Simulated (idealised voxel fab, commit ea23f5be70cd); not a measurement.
The process module that follows is named voxel quadruple lines.
Section cut is 200 nm wide and gridded with 5 nm square cells.
Notation: cross-section as square-cell grid; stated in bands, top first, going down; one or more cell rows per band. First you get the band's top height and its bottom height, in nm, and then the materials it's made of, left to right, with each width in nm. If you see a single material with "full width", that one covers the band edge to edge. "air" is empty space. Beneath 0, the wafer as received is one material, and that level is where height counting begins. The lowest band goes on downward without a bottom; it is written like "0 and below". A width given as "30->40" starts at the first number in the band's top row and ends at the second number in its bottom row, shifting by an equal amount at every step from row to row. The designation "nothing was modified", where it is given for a processing step, indicates that no cell of the cross-section was altered in the course of that step. Under "Enclosed cavities" you'll find the enclosed gaps, the ones with no way out to the top, that are 8 cells or bigger; each reads width x height at distance, with distance counted from the left edge, everything in nm. Past the settings on a step's line: simulator remark, on that step. Each step line may optionally specify "overlay nm", which for a step with a mask gives the rightward distance between the mask's planned place and where it lay, a negative value indicating the leftward direction.
Below is the list of planned process steps:
step 1: op RECEIVE | material Si
step 2: op CONFORMAL_DEP | material Al2O3 | thk nm 10
step 3: op DIRECTIONAL_DEP | material TiN | thk nm 10
step 4: op DIRECTIONAL_DEP | material polySi | thk nm 15
step 5: op DIRECTIONAL_DEP | material aC | thk nm 20
step 6: op PATTERN | tone cover | mask id MANDREL | material resist | width nm 30 | thk nm 30 | overlay nm 0
step 7: op DIRECTIONAL_ETCH | etch materials aC | depth nm 20
step 8: op STRIP | etch materials resist
step 9: op CONFORMAL_DEP | material SiO2 | thk nm 10
step 10: op DIRECTIONAL_ETCH | etch materials SiO2 | depth nm 10
step 11: op STRIP | etch materials aC
step 12: op DIRECTIONAL_ETCH | etch materials polySi | depth nm 15
step 13: op STRIP | etch materials SiO2
step 14: op CONFORMAL_DEP | material SiCN | thk nm 10
step 15: op DIRECTIONAL_ETCH | etch materials SiCN | depth nm 10
step 16: op STRIP | etch materials polySi
step 17: op DIRECTIONAL_ETCH | etch materials TiN | depth nm 10
step 18: op STRIP | etch materials SiCN
Cross-section, incoming material, after step 1:
  0 and below = Si full width
  Enclosed cavities: none
What the wafer looks like in cross-section after this module, when it starts as shown above and follows the plan above but one mistake is made in running it:
  10 down to 0 = air (65), then TiN (10), then air (10), then TiN (10), then air (10), then TiN (10), then air (10), then TiN (10), then air (65)
  0 and below = Si full width
  Enclosed cavities: none
Against the plan, the run slipped here: plan step 2: skipped, not run
